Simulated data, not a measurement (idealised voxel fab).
The process module that follows is named voxel quadruple lines.
Displayed cross-section: cut, width of 205 nm, square cells sized 5 nm.
The cross-sections in this document take the form of a grid made of square cells. They are written out as bands, in order from top to bottom. Each band consists of one or more rows of cells. The entry gives the band's vertical extent as a top height and a bottom height in nm, then its horizontal make-up as materials from left to right, each with a width in nm. "air" stands for empty space; a single material marked "throughout" fills the band edge to edge. Basically, 0 is our baseline, since under it the wafer straight out of the box is all one material. The bottom band has no lower end and keeps on going down, so it looks like "top 0, no bottom". A width given as "30..40" starts at the first number in the band's top row and ends at the second number in its bottom row, shifting by an equal amount at every step from row to row. When a step is marked "no change occurred", none of the cells in the cross-section changed during that step. Empty spaces counting at least 8 cells and having no open way to the top are listed in "Fully sealed voids". The notation width x height at distance is used for each, the distance being from the left edge and all three values in nm. Past the settings on a step's line: simulator remark, on that step. overlay nm: step with mask; distance mask lay right of planned place; negative value = left of planned place.
Process steps - plan
1: op RECEIVE | material Si
2: op CONFORMAL_DEP | material Al2O3 | thk nm 5
3: op DIRECTIONAL_DEP | material W | thk nm 10
4: op DIRECTIONAL_DEP | material polySi | thk nm 20
5: op DIRECTIONAL_DEP | material aC | thk nm 20
6: op PATTERN | tone cover | mask id MANDREL | material resist | width nm 25 | thk nm 30 | overlay nm 0
7: op DIRECTIONAL_ETCH | etch materials aC | depth nm 20
8: op STRIP | etch materials resist
9: op CONFORMAL_DEP | material SiO2 | thk nm 15
10: op DIRECTIONAL_ETCH | etch materials SiO2 | depth nm 15
11: op STRIP | etch materials aC
12: op DIRECTIONAL_ETCH | etch materials polySi | depth nm 20
13: op STRIP | etch materials SiO2
14: op CONFORMAL_DEP | material SiN | thk nm 5
15: op DIRECTIONAL_ETCH | etch materials SiN | depth nm 5
16: op STRIP | etch materials polySi
17: op DIRECTIONAL_ETCH | etch materials W | depth nm 10
18: op STRIP | etch materials SiN
Shown in cross-section is the wafer as received, that is, as it stands after step 1
- top 0, no bottom: Si throughout
- Fully sealed voids: none
First of two wafers, end-of-module section, run followed plan
- top 15, bottom 5: 70 air / 5 W / 15 air / 5 W / 15 air / 5 W / 15 air / 5 W / 70 air
- top 5, bottom 0: Al2O3 throughout
- top 0, no bottom: Si throughout
- Fully sealed voids: none
This cross-section belongs to the second wafer of two at the end of the module; the start and the plan were shared with the first, and the run included one mistake
- top 15, bottom 10: Al2O3 throughout
- top 10, bottom 0: W throughout
- top 0, no bottom: Si throughout
- Fully sealed voids: none
Finding, execution versus plan: step 2 ran in the slot meant for step 3, and vice versa
At the finish, the second wafer shows more or fewer cells for some materials than the first does: 74 more of W
